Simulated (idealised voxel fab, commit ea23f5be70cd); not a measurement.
This is a process module. Its name is voxel plated lines.
Section shown: cut. Width: 265 nm. Cell size: 5 nm, square.
Cross-section spec: square-cell grid; bands listed top down; each band is one or more rows.
Band: top and bottom heights (nm) first, top before bottom; then materials from left to right, widths in nm. "edge to edge" marks a sole material filling the band edge to edge. "air" denotes empty space.
Below 0: as-received wafer, all one material; heights counted from there. Lowest band: no bottom, goes on down, written "0 down".
Graded width ("30 to 40"): value in top row of band = first number; value in bottom row = second number; row-to-row change constant.
You'll sometimes find "no change occurred" written for a step, and that's the way of saying that nowhere in the cross-section did a cell change during that step.
You'll see "Closed void table" listing empty spaces that have no way open to the top, as long as they're 8 cells or more; the notation is width x height at distance, where the distance is from the left edge, and all of it is in nm.
Text after the settings on a step's line: the simulator's own remark on that step.
Regarding "overlay nm": on a step with a mask, it is the distance the mask lay to the right of its planned place; a negative value places it to the left.

[Process steps (planned)]
1,RECEIVE (material Si)
2,CONFORMAL_DEP (material SiO2; thk nm 5)
3,DIRECTIONAL_DEP (material TiN; thk nm 5)
4,PATTERN (tone open; mask id LINES; material resist; width nm 15; pitch nm 40; thk nm 25; overlay nm 0)
5,EPI (material Ru; thk nm 5)
6,EPI (material Ru; thk nm 5)
7,STRIP (etch materials resist)
8,DIRECTIONAL_ETCH (etch materials TiN; depth nm 5)
9,CONFORMAL_DEP (material SiCN; thk nm 10)

[The cross-section here shows the wafer as received, i.e. in its state after step 1]
> 0 down | Si edge to edge
> Closed void table: none

[One mistake in running the module, otherwise start and plan as above: cross-section at the end]
> 30 to 25 | air: 90, SiCN: 85, air: 90
> 25 to 20 | SiCN edge to edge
> 20 to 15 | SiCN: 100, Ru: 25, SiCN: 15, Ru: 25, SiCN: 100
> 15 to 10 | Ru edge to edge
> 10 to 5 | TiN edge to edge
> 5 to 0 | SiO2 edge to edge
> 0 down | Si edge to edge
> Closed void table: none
Short version of what went wrong: order of steps 6 and 7 inverted relative to the plan
